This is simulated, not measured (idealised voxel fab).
process module | voxel ribs on slabs
cross-section cut | 260 nm wide | cells 5 nm
A cross-section is a grid of square cells, given in bands from the top down. A band is one or more rows of cells.
Each band's line starts with the height of the band's top and of its bottom, in nm. Then come its materials from left to right, each with its width in nm. One material with "throughout" fills the band from edge to edge. "air" is empty space.
Height 0 is the level under which the wafer as received is all one material. The lowest band goes on downwards, as in "0 down".
A width such as "30 to 40" changes by the same amount from each row of cells to the next, from the band's top row to its bottom row.
"no change" after a step means that no cell of the cross-section changed.
closed voids: empty space of 8 cells or more with no open way to the top, each as width x height at its distance from the left edge, in nm
after a step's settings: what the simulator itself notes on the step
overlay nm, on a step with a mask: how far to the right of its planned place the mask lay; to the left if negative
plan
1 op RECEIVE | material Si
2 op DIRECTIONAL_DEP | material SiO2 | thk nm 30
3 op DIRECTIONAL_DEP | material SiN | thk nm 15
4 op PATTERN | tone cover | mask id RIB | material resist | width nm 25 | thk nm 15 | overlay nm 0
5 op DIRECTIONAL_ETCH | etch materials SiN | depth nm 5
6 op STRIP | etch materials resist
7 op MASKED_ETCH | tone cover | mask id SLAB | width nm 55 | etch materials SiN | depth nm 10 | overlay nm 0
8 op FILL_DEP | material SiO2 | thk nm 25
9 op CMP | height nm 65
10 op DIRECTIONAL_DEP | material TiN | thk nm 5
11 op MASKED_ETCH | tone cover | mask id HEATER | width nm 35 | etch materials TiN | depth nm 5 | overlay nm 0
12 op CONFORMAL_DEP | material SiO2 | thk nm 5
as received, after step 1
  0 down: Si throughout
  closed voids: none
first wafer at the end, as planned
  75 to 70: air 105 | SiO2 45 | air 110
  70 to 65: SiO2 110 | TiN 35 | SiO2 115
  65 to 45: SiO2 throughout
  45 to 40: SiO2 115 | SiN 25 | SiO2 120
  40 to 30: SiO2 100 | SiN 55 | SiO2 105
  30 to 0: SiO2 throughout
  0 down: Si throughout
  closed voids: none
second wafer at the end: like start, like plan, one mistake
  75 to 70: air 105 | SiO2 45 | air 110
  70 to 65: SiO2 110 | TiN 35 | SiO2 115
  65 to 60: SiO2 100 | SiN 55 | SiO2 105
  60 to 0: SiO2 throughout
  0 down: Si throughout
  closed voids: none
what went wrong: step 2 was run twice
at the end the second wafer has, in cells: 16 fewer of SiN | 16 more of SiO2
